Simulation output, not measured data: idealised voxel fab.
process module | voxel released beams
cross-section cut | 250 nm wide | cells 5 nm
A cross-section is a grid of square cells, given in bands from the top down. A band is one or more rows of cells.
Each band's line starts with the height of the band's top and of its bottom, in nm. Then come its materials from left to right, each with its width in nm. One material with "throughout" fills the band from edge to edge. "air" is empty space.
Height 0 is the level under which the wafer as received is all one material. The lowest band goes on downwards, as in "0 down".
A width such as "30 to 40" changes by the same amount from each row of cells to the next, from the band's top row to its bottom row.
"no change" after a step means that no cell of the cross-section changed.
closed voids: empty space of 8 cells or more with no open way to the top, each as width x height at its distance from the left edge, in nm
after a step's settings: what the simulator itself notes on the step
overlay nm, on a step with a mask: how far to the right of its planned place the mask lay; to the left if negative
plan
1 op RECEIVE | material Si
2 op CONFORMAL_DEP | material SiN | thk nm 5
3 op DIRECTIONAL_DEP | material SiO2 | thk nm 20
4 op MASKED_ETCH | tone open | mask id ANCHOR | width nm 35 | etch materials SiO2 | depth nm 20 | overlay nm 0
5 op CONFORMAL_DEP | material polySi | thk nm 10
6 op MASKED_ETCH | tone cover | mask id BEAM | width nm 85 | etch materials polySi | depth nm 10 | overlay nm 0
7 op STRIP | etch materials SiO2
first wafer, as planned
as received, after step 1
  0 down: Si throughout
  closed voids: none
after step 2
  5 to 0: SiN throughout
  below 0: unchanged
after step 3
  25 to 5: SiO2 throughout
  below 5: unchanged
after step 4
  25 to 5: SiO2 85 | air 35 | SiO2 130
  below 5: unchanged
after step 5
  35 to 25: polySi 95 | air 15 | polySi 140
  25 to 15: SiO2 85 | polySi 10 | air 15 | polySi 10 | SiO2 130
  15 to 5: SiO2 85 | polySi 35 | SiO2 130
  below 5: unchanged
after step 6
  35 to 25: air 80 | polySi 15 | air 15 | polySi 55 | air 85
  below 25: unchanged
after step 7
  35 to 25: air 80 | polySi 15 | air 15 | polySi 55 | air 85
  25 to 15: air 85 | polySi 10 | air 15 | polySi 10 | air 130
  15 to 5: air 85 | polySi 35 | air 130
  below 5: unchanged
second wafer: like start, like plan, one mistake. Through step 3 it matches the first wafer
when step 4 should have ended
  25 to 5: SiO2 80 | air 45 | SiO2 125
  below 5: unchanged
when step 5 should have ended
  35 to 25: polySi 90 | air 25 | polySi 135
  25 to 15: SiO2 80 | polySi 10 | air 25 | polySi 10 | SiO2 125
  15 to 5: SiO2 80 | polySi 45 | SiO2 125
  below 5: unchanged
when step 6 should have ended
  35 to 25: air 80 | polySi 10 | air 25 | polySi 50 | air 85
  below 25: unchanged
when step 7 should have ended
  35 to 25: air 80 | polySi 10 | air 25 | polySi 50 | air 85
  25 to 15: air 80 | polySi 10 | air 25 | polySi 10 | air 125
  15 to 5: air 80 | polySi 45 | air 125
  below 5: unchanged
what went wrong: step 4 ran as: op MASKED_ETCH | tone open | mask id ANCHOR | width nm 45 | etch materials SiO2 | depth nm 20 | overlay nm 0
at the end the second wafer has, in cells: as many of each material as the first, in other places
